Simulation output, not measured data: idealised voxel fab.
Proc. module: voxel double patterning
Square cells of 5 nm make up the cross-section cut, whose width is 290 nm.
Cross-section spec: square-cell grid; bands listed top down; each band is one or more rows.
Look at the band entry: it leads with the top's height and the bottom's height in nm. Then it lists the materials left to right, with a width in nm for each. The word "throughout" on a single material says that material fills the band edge to edge. The word "blank" is empty space.
Measure heights from 0. That's the level where, below it, the as-received wafer is all one material. The lowest band is bottomless and extends downward; write it as in "0..down".
Width "30 to 40": first value at the band's top row of cells, second value at its bottom row, equal change from row to row.
For the purposes of this document, the phrase "same as before" attached to a step denotes that no cell within the cross-section was modified by that step.
"Enclosed voids" lists enclosed empty spaces (at least 8 cells, no open path upward to the top), each as width x height at distance from the left edge, in nm.
Heads up: the bit after the settings on a step's line is the simulator's remark on that step.
overlay nm: right-of-plan distance of the mask on a masked step; negative values mean left-of-plan.
Intended process steps
| 1 | RECEIVE,material Si |
| 2 | CONFORMAL_DEP,material SiN,thk nm 5 |
| 3 | DIRECTIONAL_DEP,material SiO2,thk nm 15 |
| 4 | DIRECTIONAL_DEP,material SiCN,thk nm 5 |
| 5 | DIRECTIONAL_DEP,material aC,thk nm 10 |
| 6 | PATTERN,tone open,mask id FIRST,material resist,width nm 15,pitch nm 50,thk nm 30,overlay nm 0 |
| 7 | DIRECTIONAL_ETCH,etch materials aC,depth nm 10 |
| 8 | STRIP,etch materials resist |
| 9 | DIRECTIONAL_ETCH,etch materials SiCN,depth nm 5 |
| 10 | STRIP,etch materials aC |
| 11 | PATTERN,tone open,mask id SECOND,material resist,width nm 15,thk nm 20,overlay nm 0 |
| 12 | DIRECTIONAL_ETCH,etch materials SiCN,depth nm 5 |
| 13 | STRIP,etch materials resist |
| 14 | DIRECTIONAL_ETCH,etch materials SiO2,depth nm 15 |
| 15 | STRIP,etch materials SiCN |
Wafer as received: cross-section following step 1
* 0..down = Si throughout
* Enclosed voids: none
Starting structure and process plan are as shown above, but one mistake was made in running the module; the wafer cross-section at the end of the module follows
* 15..0 = 110 nm SiO2, 15 nm blank, 10 nm SiO2, 15 nm blank, 10 nm SiO2, 15 nm blank, 115 nm SiO2
* 0..down = Si throughout
* Enclosed voids: none
What broke from the plan during processing? the plan's step 2 was left out and never carried out
